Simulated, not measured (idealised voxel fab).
This section sets out a process module, namely voxel capacitor over wiring.
Square cell edge 5 nm, section width 285 nm, ID cut.
When this document writes out a cross-section, it uses a grid of square cells and lists it as bands, beginning at the top and moving down, with a band standing for one or more rows of cells. Top, bottom (nm), then materials left to right with widths (nm); lone material tagged "full width" fills the whole band edge to edge; "air" = empty space. Beneath 0, the wafer as received is one material, and that level is where height counting begins. The lowest band goes on downward without a bottom; it is written like "0..down". The two numbers in a width such as "30..40" mark its ends across the band: the first belongs to the top row of cells, the second to the bottom row, and from each row to the next the width moves by the same amount. The designation "nothing got changed", where it is given for a processing step, indicates that no cell of the cross-section was altered in the course of that step. Reported under the label "closed voids" are the empty spaces having no open way to the top and comprising 8 cells or more; the notation for each is width x height at distance, in which the distance is measured from the left edge and all three values are in nm. Text after the settings on a step's line: the simulator's own remark on that step. The "overlay nm" setting may appear on a step's line; for a step that uses a mask, it gives how far to the right of its planned position the mask lay, and a negative value indicates the left.
These are the steps we planned for the process:
1 RECEIVE with material Si
2 CONFORMAL_DEP with material SiO2, thk nm 10
3 CONFORMAL_DEP with material SiN, thk nm 5
4 DIRECTIONAL_DEP with material SiO2, thk nm 20
5 MASKED_ETCH with tone open, mask id METAL_1, width nm 30, pitch nm 80, etch materials SiO2, depth nm 20, overlay nm 0
6 MASKED_ETCH with tone open, mask id METAL_1, width nm 30, pitch nm 80, etch materials SiN, depth nm 5, overlay nm 0
7 CONFORMAL_DEP with material TiN, thk nm 5
8 FILL_DEP with material W, thk nm 10
9 CMP with height nm 35
10 CONFORMAL_DEP with material SiCN, thk nm 5
11 DIRECTIONAL_DEP with material lowk, thk nm 20
12 PATTERN with tone open, mask id PLUG_1, material resist, width nm 15, thk nm 20, overlay nm 0
13 DIRECTIONAL_ETCH with etch materials lowk, depth nm 20
14 DIRECTIONAL_ETCH with etch materials SiCN, depth nm 5
15 STRIP with etch materials resist
16 CONFORMAL_DEP with material TiN, thk nm 5
17 FILL_DEP with material Cu, thk nm 10
18 CMP with height nm 60
19 DIRECTIONAL_DEP with material TiN, thk nm 5
20 DIRECTIONAL_DEP with material SiN, thk nm 5
21 DIRECTIONAL_DEP with material TiN, thk nm 10
22 MASKED_ETCH with tone cover, mask id UPPER_PLATE, width nm 55, etch materials TiN, depth nm 10, overlay nm 0
23 MASKED_ETCH with tone cover, mask id UPPER_PLATE, width nm 55, etch materials SiN, depth nm 5, overlay nm 0
24 DIRECTIONAL_DEP with material aC, thk nm 10
25 PATTERN with tone cover, mask id LOWER_PLATE, material resist, width nm 65, thk nm 30, overlay nm 0
26 DIRECTIONAL_ETCH with etch materials aC, depth nm 10
27 STRIP with etch materials resist
28 DIRECTIONAL_ETCH with etch materials TiN, depth nm 5
29 STRIP with etch materials aC
30 FILL_DEP with material SiO2, thk nm 15
31 CMP with height nm 90
32 MASKED_ETCH with tone open, mask id PLUG_2, width nm 15, etch materials SiO2, depth nm 10, overlay nm 0
33 CONFORMAL_DEP with material TiN, thk nm 5
34 FILL_DEP with material Ru, thk nm 5
35 CMP with height nm 90
36 CONFORMAL_DEP with material SiN, thk nm 5
Step 1 complete: cross-section of the wafer as received:
* 0..down  Si full width
* closed voids: none
First of two wafers, end-of-module section, run followed plan:
* 95..90  SiN full width
* 90..85  SiO2 110 nm, TiN 5 nm, Ru 5 nm, TiN 5 nm, SiO2 160 nm
* 85..80  SiO2 110 nm, TiN 15 nm, SiO2 160 nm
* 80..70  SiO2 100 nm, TiN 55 nm, SiO2 130 nm
* 70..65  SiO2 100 nm, SiN 55 nm, SiO2 130 nm
* 65..60  SiO2 95 nm, TiN 65 nm, SiO2 125 nm
* 60..40  lowk 100 nm, TiN 5 nm, Cu 5 nm, TiN 5 nm, lowk 170 nm
* 40..35  SiCN 100 nm, TiN 15 nm, SiCN 170 nm
* 35..15  SiO2 85 nm, TiN 5 nm, W 20 nm, TiN 5 nm, SiO2 50 nm, TiN 5 nm, W 20 nm, TiN 5 nm, SiO2 90 nm
* 15..10  SiN 85 nm, TiN 30 nm, SiN 50 nm, TiN 30 nm, SiN 90 nm
* 10..0  SiO2 full width
* 0..down  Si full width
* closed voids: none
Cross-section at end of module for the second wafer of two, which matched the first in starting point and plan and differed by one mistake in its processing:
* 95..90  SiN full width
* 90..85  SiO2 110 nm, TiN 5 nm, Ru 5 nm, TiN 5 nm, SiO2 160 nm
* 85..80  SiO2 110 nm, TiN 15 nm, SiO2 160 nm
* 80..70  SiO2 100 nm, TiN 55 nm, SiO2 130 nm
* 70..65  SiO2 100 nm, SiN 55 nm, SiO2 130 nm
* 65..60  SiO2 95 nm, TiN 65 nm, SiO2 125 nm
* 60..40  lowk 100 nm, TiN 5 nm, Cu 10 nm, TiN 5 nm, lowk 165 nm
* 40..35  SiCN 100 nm, TiN 20 nm, SiCN 165 nm
* 35..15  SiO2 85 nm, TiN 5 nm, W 20 nm, TiN 5 nm, SiO2 50 nm, TiN 5 nm, W 20 nm, TiN 5 nm, SiO2 90 nm
* 15..10  SiN 85 nm, TiN 30 nm, SiN 50 nm, TiN 30 nm, SiN 90 nm
* 10..0  SiO2 full width
* 0..down  Si full width
* closed voids: none
What was the processing mistake? in deviation from the planned setting, step 12 was conducted as PATTERN with tone open, mask id PLUG_1, material resist, width nm 20, thk nm 20, overlay nm 0
It is noted that, at the conclusion of processing, the second wafer exhibits a higher or lower cell count for certain materials relative to the first: Cu: 4 more | SiCN: 1 fewer | TiN: 1 more | lowk: 4 fewer
